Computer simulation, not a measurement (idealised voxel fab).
Title: Process Module voxel capacitor over wiring
Pictured: cross-section cut, 205 nm wide, on a grid of 5 nm square cells.
Notation: cross-section as square-cell grid; stated in bands, top first, going down; one or more cell rows per band.
This entry defines a band. It first specifies the height of the band's top and the height of its bottom in nm, and then specifies the band's materials from left to right, stating each material with its width in nm. The word "edge to edge" identifies a single material that fills the band from edge to edge, while the word "blank" identifies empty space.
Convention: height 0 is the level below which the wafer, as received, is all one material. The lowest band does not terminate at the bottom but continues downward, represented as "0 nm and below".
A width given as "30->40" starts at the first number in the band's top row and ends at the second number in its bottom row, shifting by an equal amount at every step from row to row.
"nothing changed" means the step left every cell of the cross-section as it was.
Basically, "Cavities, closed" tells you about the enclosed voids: empty spaces with no open way to the top, 8 cells or bigger, each written width x height at distance, where distance is from the left edge, all in nm.
Whatever follows a step's settings on its line is a remark the simulator itself makes about that step.
overlay nm: how far to the right of its planned place the mask lay on this masked step (negative: to the left).
Reading key. Pairs: pre-step and post-step cross-section, one process step apart; post-step view only to lowest changed band. Step between + settings: beneath pair. Runs: pairs may be from different runs of this module, same starting wafer. Continuation from pair above: only where "Pre-process state" entry says.
## Pre-process state
	95 nm to 90 nm: SiO2 65; TiN 5; SiN 55; SiO2 80
	90 nm to 80 nm: SiO2 50; TiN 5; SiO2 10; TiN 65; SiO2 75
	80 nm to 75 nm: lowk 55; TiN 15; lowk 135
	75 nm to 70 nm: lowk 55; SiN 15; lowk 135
	70 nm to 60 nm: lowk 55; TiN 15; lowk 135
	60 nm to 40 nm: lowk edge to edge
	40 nm to 35 nm: SiCN edge to edge
	35 nm to 15 nm: SiO2 40; SiN 5; Ru 25; SiN 5; SiO2 55; SiN 5; Ru 25; SiN 5; SiO2 40
	15 nm to 10 nm: SiN 45; TiN 25; SiN 65; TiN 25; SiN 45
	10 nm to 0 nm: SiO2 edge to edge
	0 nm and below: Si edge to edge
	Cavities, closed: none
## Result of Step
	100 nm to 95 nm: SiN edge to edge
	Below 95, no change.
	Cavities, closed: none
Step between the pre-process and post-process cross-sections given above: CONFORMAL_DEP (material SiN; thk nm 5)
## Pre-process state
	60 nm to 55 nm: lowk 55; blank 15; lowk 135
	55 nm to 40 nm: lowk 55; Ru 15; lowk 135
	40 nm to 35 nm: SiCN 55; Ru 15; SiCN 135
	35 nm to 15 nm: SiO2 40; SiN 5; Ru 25; SiN 5; SiO2 55; SiN 5; Ru 25; SiN 5; SiO2 40
	15 nm to 10 nm: SiN 45; TiN 25; SiN 65; TiN 25; SiN 45
	10 nm to 0 nm: SiO2 edge to edge
	0 nm and below: Si edge to edge
	Cavities, closed: none
## Result of Step
	70 nm to 65 nm: TiN 55; blank 15; TiN 135
	65 nm to 60 nm: TiN edge to edge
	60 nm to 55 nm: lowk 55; TiN 15; lowk 135
	Below 55, no change.
	Cavities, closed: none
Step between the pre-process and post-process cross-sections given above: DIRECTIONAL_DEP (material TiN; thk nm 10)
Pre-process state: It is represented by the cross-section appearing after the step of the pair directly above.
## Result of Step
	75 nm to 70 nm: Ru 60; blank 5; Ru 140
	70 nm to 65 nm: TiN 55; Ru 15; TiN 135
	Below 65, no change.
	Cavities, closed: none
Step between the pre-process and post-process cross-sections given above: EPI (material Ru; thk nm 5)
Pre-process state: It is represented by the cross-section appearing after the step of the pair directly above.
## Result of Step
	80 nm to 75 nm: SiN 60; blank 5; SiN 140
	75 nm to 70 nm: Ru 60; SiN 5; Ru 140
	Below 70, no change.
	Cavities, closed: none
Step between the pre-process and post-process cross-sections given above: DIRECTIONAL_DEP (material SiN; thk nm 5)
Pre-process state: It is represented by the cross-section appearing after the step of the pair directly above.
## Result of Step
	85 nm to 80 nm: TiN 60; blank 5; TiN 140
	80 nm to 75 nm: SiN 60; TiN 5; SiN 140
	Below 75, no change.
	Cavities, closed: none
Step between the pre-process and post-process cross-sections given above: DIRECTIONAL_DEP (material TiN; thk nm 5)
Pre-process state: It is represented by the cross-section appearing after the step of the pair directly above.
## Result of Step
	100 nm to 85 nm: blank 55; resist 70; blank 80
	85 nm to 80 nm: TiN 60; resist 5; TiN 140
	Below 80, no change.
	Cavities, closed: none
Step between the pre-process and post-process cross-sections given above: PATTERN (tone cover; mask id UPPER_PLATE; material resist; width nm 70; thk nm 15; overlay nm 0)
Pre-process state: It is represented by the cross-section appearing after the step of the pair directly above.
## Result of Step
	100 nm to 85 nm: blank 55; resist 70; blank 80
	85 nm to 80 nm: blank 55; TiN 5; resist 5; TiN 60; blank 80
	Below 80, no change.
	Cavities, closed: none
Step between the pre-process and post-process cross-sections given above: DIRECTIONAL_ETCH (etch materials TiN; depth nm 5)
Pre-process state: It is represented by the cross-section appearing after the step of the pair directly above.
## Result of Step
	100 nm to 85 nm: blank 55; resist 70; blank 80
	85 nm to 80 nm: blank 55; TiN 5; resist 5; TiN 60; blank 80
	80 nm to 75 nm: blank 55; SiN 5; TiN 5; SiN 60; blank 80
	Below 75, no change.
	Cavities, closed: none
Step between the pre-process and post-process cross-sections given above: DIRECTIONAL_ETCH (etch materials SiN; depth nm 5)
Pre-process state: It is represented by the cross-section appearing after the step of the pair directly above.
## Result of Step
	85 nm to 80 nm: blank 55; TiN 5; blank 5; TiN 60; blank 80
	Below 80, no change.
	Cavities, closed: none
Step between the pre-process and post-process cross-sections given above: STRIP (etch materials resist)
Pre-process state: It is represented by the cross-section appearing after the step of the pair directly above.
## Result of Step
	100 nm to 95 nm: blank 55; aC 5; blank 5; aC 60; blank 80
	95 nm to 90 nm: blank 55; aC 70; blank 80
	90 nm to 85 nm: aC edge to edge
	85 nm to 80 nm: aC 55; TiN 5; aC 5; TiN 60; aC 80
	80 nm to 75 nm: aC 55; SiN 5; TiN 5; SiN 60; aC 80
	Below 75, no change.
	Cavities, closed: none
Step between the pre-process and post-process cross-sections given above: DIRECTIONAL_DEP (material aC; thk nm 15)
Pre-process state: It is represented by the cross-section appearing after the step of the pair directly above.
## Result of Step
	130 nm to 100 nm: blank 50; resist 80; blank 75
	100 nm to 95 nm: blank 50; resist 5; aC 5; resist 5; aC 60; resist 5; blank 75
	95 nm to 90 nm: blank 50; resist 5; aC 70; resist 5; blank 75
	Below 90, no change.
	Cavities, closed: none
Step between the pre-process and post-process cross-sections given above: PATTERN (tone cover; mask id LOWER_PLATE; material resist; width nm 80; thk nm 30; overlay nm 0)
Pre-process state: It is represented by the cross-section appearing after the step of the pair directly above.
## Result of Step
	115 nm to 100 nm: blank 50; resist 80; blank 75
	100 nm to 95 nm: blank 50; resist 5; aC 5; resist 5; aC 60; resist 5; blank 75
	95 nm to 90 nm: blank 50; resist 5; aC 70; resist 5; blank 75
	90 nm to 85 nm: blank 50; aC 80; blank 75
	85 nm to 80 nm: blank 50; aC 5; TiN 5; aC 5; TiN 60; aC 5; blank 75
	80 nm to 75 nm: blank 50; aC 5; SiN 5; TiN 5; SiN 60; aC 5; blank 75
	Below 75, no change.
	Cavities, closed: none
Step between the pre-process and post-process cross-sections given above: DIRECTIONAL_ETCH (etch materials aC; depth nm 15)
Pre-process state: It is represented by the cross-section appearing after the step of the pair directly above.
## Result of Step
	100 nm to 95 nm: blank 55; aC 5; blank 5; aC 60; blank 80
	95 nm to 85 nm: blank 55->50; aC 70->80; blank 80->75
	Below 85, no change.
	Cavities, closed: none
Step between the pre-process and post-process cross-sections given above: STRIP (etch materials resist)
Pre-process state: It is represented by the cross-section appearing after the step of the pair directly above.
## Result of Step
	85 nm to 80 nm: blank 55; TiN 5; blank 5; TiN 60; blank 80
	80 nm to 75 nm: blank 55; SiN 5; TiN 5; SiN 60; blank 80
	Below 75, no change.
	Cavities, closed: none
Step between the pre-process and post-process cross-sections given above: STRIP (etch materials aC)
Pre-process state: It is represented by the cross-section appearing after the step of the pair directly above.
## Result of Step
	105 nm to 85 nm: SiO2 edge to edge
	85 nm to 80 nm: SiO2 55; TiN 5; SiO2 5; TiN 60; SiO2 80
	80 nm to 75 nm: SiO2 55; SiN 5; TiN 5; SiN 60; SiO2 80
	Below 75, no change.
	Cavities, closed: none
Step between the pre-process and post-process cross-sections given above: FILL_DEP (material SiO2; thk nm 20)
Pre-process state: It is represented by the cross-section appearing after the step of the pair directly above.
## Result of Step
	95 nm to 85 nm: SiO2 edge to edge
	Below 85, no change.
	Cavities, closed: none
Step between the pre-process and post-process cross-sections given above: CMP (height nm 95)
Pre-process state: It is represented by the cross-section appearing after the step of the pair directly above.
## Result of Step
	95 nm to 85 nm: SiO2 65; blank 15; SiO2 125
	Below 85, no change.
	Cavities, closed: none
Step between the pre-process and post-process cross-sections given above: MASKED_ETCH (tone open; mask id PLUG_2; width nm 15; etch materials SiO2; depth nm 15; overlay nm 0)
Pre-process state: It is represented by the cross-section appearing after the step of the pair directly above.
## Result of Step
	100 nm to 95 nm: TiN 70; blank 5; TiN 130
	95 nm to 90 nm: SiO2 65; TiN 5; blank 5; TiN 5; SiO2 125
	90 nm to 85 nm: SiO2 65; TiN 15; SiO2 125
	Below 85, no change.
	Cavities, closed: none
Step between the pre-process and post-process cross-sections given above: CONFORMAL_DEP (material TiN; thk nm 5)
Pre-process state: It is represented by the cross-section appearing after the step of the pair directly above.
## Result of Step
	110 nm to 100 nm: W edge to edge
	100 nm to 95 nm: TiN 70; W 5; TiN 130
	95 nm to 90 nm: SiO2 65; TiN 5; W 5; TiN 5; SiO2 125
	Below 90, no change.
	Cavities, closed: none
Step between the pre-process and post-process cross-sections given above: FILL_DEP (material W; thk nm 10)
Pre-process state: It is represented by the cross-section appearing after the step of the pair directly above.
## Result of Step
	95 nm to 90 nm: SiO2 65; TiN 5; W 5; TiN 5; SiO2 125
	Below 90, no change.
	Cavities, closed: none
Step between the pre-process and post-process cross-sections given above: CMP (height nm 95)
Pre-process state: It is represented by the cross-section appearing after the step of the pair directly above.
## Result of Step
	100 nm to 95 nm: SiN edge to edge
	Below 95, no change.
	Cavities, closed: none
Step between the pre-process and post-process cross-sections given above: CONFORMAL_DEP (material SiN; thk nm 5)
## Pre-process state
	60 nm to 40 nm: lowk 55; Ru 15; lowk 135
	40 nm to 35 nm: SiCN 55; Ru 15; SiCN 135
	35 nm to 15 nm: SiO2 40; SiN 5; Ru 25; SiN 5; SiO2 55; SiN 5; Ru 25; SiN 5; SiO2 40
	15 nm to 10 nm: SiN 45; TiN 25; SiN 65; TiN 25; SiN 45
	10 nm to 0 nm: SiO2 edge to edge
	0 nm and below: Si edge to edge
	Cavities, closed: none
## Result of Step
	75 nm to 60 nm: TiN edge to edge
	Below 60, no change.
	Cavities, closed: none
Step between the pre-process and post-process cross-sections given above: DIRECTIONAL_DEP (material TiN; thk nm 15)
Pre-process state: It is represented by the cross-section appearing after the step of the pair directly above.
## Result of Step
	80 nm to 75 nm: SiN edge to edge
	Below 75, no change.
	Cavities, closed: none
Step between the pre-process and post-process cross-sections given above: DIRECTIONAL_DEP (material SiN; thk nm 5)
Pre-process state: It is represented by the cross-section appearing after the step of the pair directly above.
## Result of Step
	85 nm to 80 nm: TiN edge to edge
	Below 80, no change.
	Cavities, closed: none
Step between the pre-process and post-process cross-sections given above: DIRECTIONAL_DEP (material TiN; thk nm 5)
Pre-process state: It is represented by the cross-section appearing after the step of the pair directly above.
## Result of Step
	100 nm to 85 nm: blank 55; resist 70; blank 80
	Below 85, no change.
	Cavities, closed: none
Step between the pre-process and post-process cross-sections given above: PATTERN (tone cover; mask id UPPER_PLATE; material resist; width nm 70; thk nm 15; overlay nm 0)
Pre-process state: It is represented by the cross-section appearing after the step of the pair directly above.
## Result of Step
	100 nm to 85 nm: blank 55; resist 70; blank 80
	85 nm to 80 nm: blank 55; TiN 70; blank 80
	Below 80, no change.
	Cavities, closed: none
Step between the pre-process and post-process cross-sections given above: DIRECTIONAL_ETCH (etch materials TiN; depth nm 5)
Pre-process state: It is represented by the cross-section appearing after the step of the pair directly above.
## Result of Step
	100 nm to 85 nm: blank 55; resist 70; blank 80
	85 nm to 80 nm: blank 55; TiN 70; blank 80
	80 nm to 75 nm: blank 55; SiN 70; blank 80
	Below 75, no change.
	Cavities, closed: none
Step between the pre-process and post-process cross-sections given above: DIRECTIONAL_ETCH (etch materials SiN; depth nm 5)
Pre-process state: It is represented by the cross-section appearing after the step of the pair directly above.
## Result of Step
	85 nm to 80 nm: blank 55; TiN 70; blank 80
	Below 80, no change.
	Cavities, closed: none
Step between the pre-process and post-process cross-sections given above: STRIP (etch materials resist)
Pre-process state: It is represented by the cross-section appearing after the step of the pair directly above.
## Result of Step
	100 nm to 90 nm: blank 55; aC 70; blank 80
	90 nm to 85 nm: aC edge to edge
	85 nm to 80 nm: aC 55; TiN 70; aC 80
	80 nm to 75 nm: aC 55; SiN 70; aC 80
	Below 75, no change.
	Cavities, closed: none
Step between the pre-process and post-process cross-sections given above: DIRECTIONAL_DEP (material aC; thk nm 15)
Pre-process state: It is represented by the cross-section appearing after the step of the pair directly above.
## Result of Step
	130 nm to 100 nm: blank 50; resist 80; blank 75
	100 nm to 90 nm: blank 50; resist 5; aC 70; resist 5; blank 75
	Below 90, no change.
	Cavities, closed: none
Step between the pre-process and post-process cross-sections given above: PATTERN (tone cover; mask id LOWER_PLATE; material resist; width nm 80; thk nm 30; overlay nm 0)
Pre-process state: It is represented by the cross-section appearing after the step of the pair directly above.
## Result of Step
	115 nm to 100 nm: blank 50; resist 80; blank 75
	100 nm to 90 nm: blank 50; resist 5; aC 70; resist 5; blank 75
	90 nm to 85 nm: blank 50; aC 80; blank 75
	85 nm to 80 nm: blank 50; aC 5; TiN 70; aC 5; blank 75
	80 nm to 75 nm: blank 50; aC 5; SiN 70; aC 5; blank 75
	Below 75, no change.
	Cavities, closed: none
Step between the pre-process and post-process cross-sections given above: DIRECTIONAL_ETCH (etch materials aC; depth nm 15)
Pre-process state: It is represented by the cross-section appearing after the step of the pair directly above.
## Result of Step
	100 nm to 90 nm: blank 55; aC 70; blank 80
	Below 90, no change.
	Cavities, closed: none
Step between the pre-process and post-process cross-sections given above: STRIP (etch materials resist)
Pre-process state: It is represented by the cross-section appearing after the step of the pair directly above.
## Result of Step
	100 nm to 90 nm: blank 55; aC 70; blank 80
	90 nm to 85 nm: blank 50; aC 80; blank 75
	85 nm to 80 nm: blank 50; aC 5; TiN 70; aC 5; blank 75
	80 nm to 75 nm: blank 50; aC 5; SiN 70; aC 5; blank 75
	75 nm to 65 nm: blank 50; TiN 80; blank 75
	Below 65, no change.
	Cavities, closed: none
Step between the pre-process and post-process cross-sections given above: DIRECTIONAL_ETCH (etch materials TiN; depth nm 10)
Pre-process state: It is represented by the cross-section appearing after the step of the pair directly above.
## Result of Step
	85 nm to 80 nm: blank 55; TiN 70; blank 80
	80 nm to 75 nm: blank 55; SiN 70; blank 80
	Below 75, no change.
	Cavities, closed: none
Step between the pre-process and post-process cross-sections given above: STRIP (etch materials aC)
Pre-process state: It is represented by the cross-section appearing after the step of the pair directly above.
## Result of Step
	105 nm to 85 nm: SiO2 edge to edge
	85 nm to 80 nm: SiO2 55; TiN 70; SiO2 80
	80 nm to 75 nm: SiO2 55; SiN 70; SiO2 80
	75 nm to 65 nm: SiO2 50; TiN 80; SiO2 75
	Below 65, no change.
	Cavities, closed: none
Step between the pre-process and post-process cross-sections given above: FILL_DEP (material SiO2; thk nm 20)
Pre-process state: It is represented by the cross-section appearing after the step of the pair directly above.
## Result of Step
	95 nm to 85 nm: SiO2 edge to edge
	Below 85, no change.
	Cavities, closed: none
Step between the pre-process and post-process cross-sections given above: CMP (height nm 95)
Pre-process state: It is represented by the cross-section appearing after the step of the pair directly above.
## Result of Step
	95 nm to 85 nm: SiO2 65; blank 15; SiO2 125
	Below 85, no change.
	Cavities, closed: none
Step between the pre-process and post-process cross-sections given above: MASKED_ETCH (tone open; mask id PLUG_2; width nm 15; etch materials SiO2; depth nm 15; overlay nm 0)
Pre-process state: It is represented by the cross-section appearing after the step of the pair directly above.
## Result of Step
	100 nm to 95 nm: TiN 70; blank 5; TiN 130
	95 nm to 90 nm: SiO2 65; TiN 5; blank 5; TiN 5; SiO2 125
	90 nm to 80 nm: SiO2 65->55; TiN 15->70; SiO2 125->80
	Below 80, no change.
	Cavities, closed: none
Step between the pre-process and post-process cross-sections given above: CONFORMAL_DEP (material TiN; thk nm 5)
Pre-process state: It is represented by the cross-section appearing after the step of the pair directly above.
## Result of Step
	110 nm to 100 nm: W edge to edge
	100 nm to 95 nm: TiN 70; W 5; TiN 130
	95 nm to 90 nm: SiO2 65; TiN 5; W 5; TiN 5; SiO2 125
	Below 90, no change.
	Cavities, closed: none
Step between the pre-process and post-process cross-sections given above: FILL_DEP (material W; thk nm 10)
Pre-process state: It is represented by the cross-section appearing after the step of the pair directly above.
## Result of Step
	95 nm to 90 nm: SiO2 65; TiN 5; W 5; TiN 5; SiO2 125
	Below 90, no change.
	Cavities, closed: none
Step between the pre-process and post-process cross-sections given above: CMP (height nm 95)
Pre-process state: It is represented by the cross-section appearing after the step of the pair directly above.
## Result of Step
	100 nm to 95 nm: SiN edge to edge
	Below 95, no change.
	Cavities, closed: none
Step between the pre-process and post-process cross-sections given above: CONFORMAL_DEP (material SiN; thk nm 5)
## Pre-process state
	95 nm to 80 nm: SiO2 edge to edge
	80 nm to 75 nm: SiO2 55; TiN 70; SiO2 80
	75 nm to 70 nm: SiO2 55; SiN 70; SiO2 80
	70 nm to 60 nm: SiO2 50; TiN 80; SiO2 75
	60 nm to 40 nm: lowk 55; Ru 15; lowk 135
	40 nm to 35 nm: SiCN 55; Ru 15; SiCN 135
	35 nm to 15 nm: SiO2 40; SiN 5; Ru 25; SiN 5; SiO2 55; SiN 5; Ru 25; SiN 5; SiO2 40
	15 nm to 10 nm: SiN 45; TiN 25; SiN 65; TiN 25; SiN 45
	10 nm to 0 nm: SiO2 edge to edge
	0 nm and below: Si edge to edge
	Cavities, closed: none
## Result of Step
	95 nm to 80 nm: SiO2 65; blank 20; SiO2 120
	Below 80, no change.
	Cavities, closed: none
Step between the pre-process and post-process cross-sections given above: MASKED_ETCH (tone open; mask id PLUG_2; width nm 20; etch materials SiO2; depth nm 15; overlay nm 0)
Pre-process state: It is represented by the cross-section appearing after the step of the pair directly above.
## Result of Step
	100 nm to 95 nm: TiN 70; blank 10; TiN 125
	95 nm to 85 nm: SiO2 65; TiN 5; blank 10; TiN 5; SiO2 120
	85 nm to 75 nm: SiO2 65->55; TiN 20->70; SiO2 120->80
	Below 75, no change.
	Cavities, closed: none
Step between the pre-process and post-process cross-sections given above: CONFORMAL_DEP (material TiN; thk nm 5)
Pre-process state: It is represented by the cross-section appearing after the step of the pair directly above.
## Result of Step
	110 nm to 100 nm: W edge to edge
	100 nm to 95 nm: TiN 70; W 10; TiN 125
	95 nm to 85 nm: SiO2 65; TiN 5; W 10; TiN 5; SiO2 120
	Below 85, no change.
	Cavities, closed: none
Step between the pre-process and post-process cross-sections given above: FILL_DEP (material W; thk nm 10)
Pre-process state: It is represented by the cross-section appearing after the step of the pair directly above.
## Result of Step
	95 nm to 85 nm: SiO2 65; TiN 5; W 10; TiN 5; SiO2 120
	Below 85, no change.
	Cavities, closed: none
Step between the pre-process and post-process cross-sections given above: CMP (height nm 95)
Pre-process state: It is represented by the cross-section appearing after the step of the pair directly above.
## Result of Step
	100 nm to 95 nm: SiN edge to edge
	Below 95, no change.
	Cavities, closed: none
Step between the pre-process and post-process cross-sections given above: CONFORMAL_DEP (material SiN; thk nm 5)
## Pre-process state
	35 nm to 15 nm: Ru edge to edge
	15 nm to 10 nm: TiN edge to edge
	10 nm to 0 nm: SiO2 edge to edge
	0 nm and below: Si edge to edge
	Cavities, closed: none
## Result of Step
	35 nm to 15 nm: blank 35; Ru 25; blank 65; Ru 25; blank 55
	Below 15, no change.
	Cavities, closed: none
Step between the pre-process and post-process cross-sections given above: MASKED_ETCH (tone cover; mask id METAL_1; width nm 25; pitch nm 90; etch materials Ru; depth nm 20; overlay nm -10)
Pre-process state: It is represented by the cross-section appearing after the step of the pair directly above.
## Result of Step
	35 nm to 15 nm: blank 35; Ru 25; blank 65; Ru 25; blank 55
	15 nm to 10 nm: blank 35; TiN 35; blank 55; TiN 35; blank 45
	Below 10, no change.
	Cavities, closed: none
Step between the pre-process and post-process cross-sections given above: MASKED_ETCH (tone cover; mask id METAL_1; width nm 25; pitch nm 90; etch materials TiN; depth nm 5; overlay nm 0)
Pre-process state: It is represented by the cross-section appearing after the step of the pair directly above.
## Result of Step
	40 nm to 35 nm: blank 30; SiN 35; blank 55; SiN 35; blank 50
	35 nm to 20 nm: blank 30; SiN 5; Ru 25; SiN 5; blank 55; SiN 5; Ru 25; SiN 5; blank 50
	20 nm to 15 nm: blank 30; SiN 5; Ru 25; SiN 15; blank 45; SiN 5; Ru 25; SiN 15; blank 40
	15 nm to 10 nm: SiN 35; TiN 35; SiN 55; TiN 35; SiN 45
	Below 10, no change.
	Cavities, closed: none
Step between the pre-process and post-process cross-sections given above: CONFORMAL_DEP (material SiN; thk nm 5)
Pre-process state: It is represented by the cross-section appearing after the step of the pair directly above.
## Result of Step
	50 nm to 40 nm: SiO2 edge to edge
	40 nm to 35 nm: SiO2 30; SiN 35; SiO2 55; SiN 35; SiO2 50
	35 nm to 20 nm: SiO2 30; SiN 5; Ru 25; SiN 5; SiO2 55; SiN 5; Ru 25; SiN 5; SiO2 50
	20 nm to 15 nm: SiO2 30; SiN 5; Ru 25; SiN 15; SiO2 45; SiN 5; Ru 25; SiN 15; SiO2 40
	Below 15, no change.
	Cavities, closed: none
Step between the pre-process and post-process cross-sections given above: FILL_DEP (material SiO2; thk nm 10)
Pre-process state: It is represented by the cross-section appearing after the step of the pair directly above.
## Result of Step
	35 nm to 20 nm: SiO2 30; SiN 5; Ru 25; SiN 5; SiO2 55; SiN 5; Ru 25; SiN 5; SiO2 50
	Below 20, no change.
	Cavities, closed: none
Step between the pre-process and post-process cross-sections given above: CMP (height nm 35)
Pre-process state: It is represented by the cross-section appearing after the step of the pair directly above.
## Result of Step
	40 nm to 35 nm: SiCN edge to edge
	Below 35, no change.
	Cavities, closed: none
Step between the pre-process and post-process cross-sections given above: CONFORMAL_DEP (material SiCN; thk nm 5)
Pre-process state: It is represented by the cross-section appearing after the step of the pair directly above.
## Result of Step
	60 nm to 40 nm: lowk edge to edge
	Below 40, no change.
	Cavities, closed: none
Step between the pre-process and post-process cross-sections given above: DIRECTIONAL_DEP (material lowk; thk nm 20)
Pre-process state: It is represented by the cross-section appearing after the step of the pair directly above.
## Result of Step
	70 nm to 60 nm: aC edge to edge
	Below 60, no change.
	Cavities, closed: none
Step between the pre-process and post-process cross-sections given above: DIRECTIONAL_DEP (material aC; thk nm 10)
Pre-process state: It is represented by the cross-section appearing after the step of the pair directly above.
## Result of Step
	100 nm to 70 nm: resist 55; blank 15; resist 135
	Below 70, no change.
	Cavities, closed: none
Step between the pre-process and post-process cross-sections given above: PATTERN (tone open; mask id PLUG_1; material resist; width nm 15; thk nm 30; overlay nm 0)
Pre-process state: It is represented by the cross-section appearing after the step of the pair directly above.
## Result of Step
	90 nm to 70 nm: resist 55; blank 15; resist 135
	70 nm to 60 nm: aC 55; blank 15; aC 135
	Below 60, no change.
	Cavities, closed: none
Step between the pre-process and post-process cross-sections given above: DIRECTIONAL_ETCH (etch materials aC; depth nm 10)
Pre-process state: It is represented by the cross-section appearing after the step of the pair directly above.
## Result of Step
	70 nm to 60 nm: aC 55; blank 15; aC 135
	Below 60, no change.
	Cavities, closed: none
Step between the pre-process and post-process cross-sections given above: STRIP (etch materials resist)
Pre-process state: It is represented by the cross-section appearing after the step of the pair directly above.
## Result of Step
	70 nm to 60 nm: aC 55; blank 15; aC 135
	60 nm to 40 nm: lowk 55; blank 15; lowk 135
	Below 40, no change.
	Cavities, closed: none
Step between the pre-process and post-process cross-sections given above: DIRECTIONAL_ETCH (etch materials lowk; depth nm 20)
Pre-process state: It is represented by the cross-section appearing after the step of the pair directly above.
## Result of Step
	70 nm to 60 nm: aC 55; blank 15; aC 135
	60 nm to 40 nm: lowk 55; blank 15; lowk 135
	40 nm to 35 nm: SiCN 55; blank 15; SiCN 135
	Below 35, no change.
	Cavities, closed: none
Step between the pre-process and post-process cross-sections given above: DIRECTIONAL_ETCH (etch materials SiCN; depth nm 5)
Pre-process state: It is represented by the cross-section appearing after the step of the pair directly above.
## Result of Step
	60 nm to 40 nm: lowk 55; blank 15; lowk 135
	Below 40, no change.
	Cavities, closed: none
Step between the pre-process and post-process cross-sections given above: STRIP (etch materials aC)
Pre-process state: It is represented by the cross-section appearing after the step of the pair directly above.
## Result of Step
	60 nm to 45 nm: lowk 55; blank 15; lowk 135
	45 nm to 40 nm: lowk 55; Ru 15; lowk 135
	40 nm to 35 nm: SiCN 55; Ru 15; SiCN 135
	Below 35, no change.
	Cavities, closed: none
Step between the pre-process and post-process cross-sections given above: EPI (material Ru; thk nm 10)
Pre-process state: It is represented by the cross-section appearing after the step of the pair directly above.
## Result of Step
	60 nm to 55 nm: lowk 55; blank 15; lowk 135
	55 nm to 40 nm: lowk 55; Ru 15; lowk 135
	Below 40, no change.
	Cavities, closed: none
Step between the pre-process and post-process cross-sections given above: EPI (material Ru; thk nm 10)
Pre-process state: It is represented by the cross-section appearing after the step of the pair directly above.
## Result of Step
	60 nm to 40 nm: lowk 55; Ru 15; lowk 135
	Below 40, no change.
	Cavities, closed: none
Step between the pre-process and post-process cross-sections given above: EPI (material Ru; thk nm 5)
Pre-process state: It is represented by the cross-section appearing after the step of the pair directly above.
## Result of Step
	70 nm to 60 nm: TiN edge to edge
	Below 60, no change.
	Cavities, closed: none
Step between the pre-process and post-process cross-sections given above: DIRECTIONAL_DEP (material TiN; thk nm 10)
Pre-process state: It is represented by the cross-section appearing after the step of the pair directly above.
## Result of Step
	75 nm to 70 nm: SiN edge to edge
	Below 70, no change.
	Cavities, closed: none
Step between the pre-process and post-process cross-sections given above: DIRECTIONAL_DEP (material SiN; thk nm 5)
Pre-process state: It is represented by the cross-section appearing after the step of the pair directly above.
## Result of Step
	80 nm to 75 nm: TiN edge to edge
	Below 75, no change.
	Cavities, closed: none
Step between the pre-process and post-process cross-sections given above: DIRECTIONAL_DEP (material TiN; thk nm 5)
Pre-process state: It is represented by the cross-section appearing after the step of the pair directly above.
## Result of Step
	95 nm to 80 nm: blank 55; resist 70; blank 80
	Below 80, no change.
	Cavities, closed: none
Step between the pre-process and post-process cross-sections given above: PATTERN (tone cover; mask id UPPER_PLATE; material resist; width nm 70; thk nm 15; overlay nm 0)
Pre-process state: It is represented by the cross-section appearing after the step of the pair directly above.
## Result of Step
	95 nm to 80 nm: blank 55; resist 70; blank 80
	80 nm to 75 nm: blank 55; TiN 70; blank 80
	Below 75, no change.
	Cavities, closed: none
Step between the pre-process and post-process cross-sections given above: DIRECTIONAL_ETCH (etch materials TiN; depth nm 5)
Pre-process state: It is represented by the cross-section appearing after the step of the pair directly above.
## Result of Step
	95 nm to 80 nm: blank 55; resist 70; blank 80
	80 nm to 75 nm: blank 55; TiN 70; blank 80
	75 nm to 70 nm: blank 55; SiN 70; blank 80
	Below 70, no change.
	Cavities, closed: none
Step between the pre-process and post-process cross-sections given above: DIRECTIONAL_ETCH (etch materials SiN; depth nm 5)
Pre-process state: It is represented by the cross-section appearing after the step of the pair directly above.
## Result of Step
	80 nm to 75 nm: blank 55; TiN 70; blank 80
	Below 75, no change.
	Cavities, closed: none
Step between the pre-process and post-process cross-sections given above: STRIP (etch materials resist)
Pre-process state: It is represented by the cross-section appearing after the step of the pair directly above.
## Result of Step
	95 nm to 85 nm: blank 55; aC 70; blank 80
	85 nm to 80 nm: aC edge to edge
	80 nm to 75 nm: aC 55; TiN 70; aC 80
	75 nm to 70 nm: aC 55; SiN 70; aC 80
	Below 70, no change.
	Cavities, closed: none
Step between the pre-process and post-process cross-sections given above: DIRECTIONAL_DEP (material aC; thk nm 15)
Pre-process state: It is represented by the cross-section appearing after the step of the pair directly above.
## Result of Step
	125 nm to 95 nm: blank 50; resist 80; blank 75
	95 nm to 85 nm: blank 50; resist 5; aC 70; resist 5; blank 75
	Below 85, no change.
	Cavities, closed: none
Step between the pre-process and post-process cross-sections given above: PATTERN (tone cover; mask id LOWER_PLATE; material resist; width nm 80; thk nm 30; overlay nm 0)
Pre-process state: It is represented by the cross-section appearing after the step of the pair directly above.
## Result of Step
	110 nm to 95 nm: blank 50; resist 80; blank 75
	95 nm to 85 nm: blank 50; resist 5; aC 70; resist 5; blank 75
	85 nm to 80 nm: blank 50; aC 80; blank 75
	80 nm to 75 nm: blank 50; aC 5; TiN 70; aC 5; blank 75
	75 nm to 70 nm: blank 50; aC 5; SiN 70; aC 5; blank 75
	Below 70, no change.
	Cavities, closed: none
Step between the pre-process and post-process cross-sections given above: DIRECTIONAL_ETCH (etch materials aC; depth nm 15)
Pre-process state: It is represented by the cross-section appearing after the step of the pair directly above.
## Result of Step
	95 nm to 85 nm: blank 55; aC 70; blank 80
	Below 85, no change.
	Cavities, closed: none
Step between the pre-process and post-process cross-sections given above: STRIP (etch materials resist)
Pre-process state: It is represented by the cross-section appearing after the step of the pair directly above.
## Result of Step
	95 nm to 85 nm: blank 55; aC 70; blank 80
	85 nm to 80 nm: blank 50; aC 80; blank 75
	80 nm to 75 nm: blank 50; aC 5; TiN 70; aC 5; blank 75
	75 nm to 70 nm: blank 50; aC 5; SiN 70; aC 5; blank 75
	70 nm to 60 nm: blank 50; TiN 80; blank 75
	Below 60, no change.
	Cavities, closed: none
Step between the pre-process and post-process cross-sections given above: DIRECTIONAL_ETCH (etch materials TiN; depth nm 10)
Pre-process state: It is represented by the cross-section appearing after the step of the pair directly above.
## Result of Step
	80 nm to 75 nm: blank 55; TiN 70; blank 80
	75 nm to 70 nm: blank 55; SiN 70; blank 80
	Below 70, no change.
	Cavities, closed: none
Step between the pre-process and post-process cross-sections given above: STRIP (etch materials aC)
Pre-process state: It is represented by the cross-section appearing after the step of the pair directly above.
## Result of Step
	100 nm to 80 nm: SiO2 edge to edge
	80 nm to 75 nm: SiO2 55; TiN 70; SiO2 80
	75 nm to 70 nm: SiO2 55; SiN 70; SiO2 80
	70 nm to 60 nm: SiO2 50; TiN 80; SiO2 75
	Below 60, no change.
	Cavities, closed: none
Step between the pre-process and post-process cross-sections given above: FILL_DEP (material SiO2; thk nm 20)
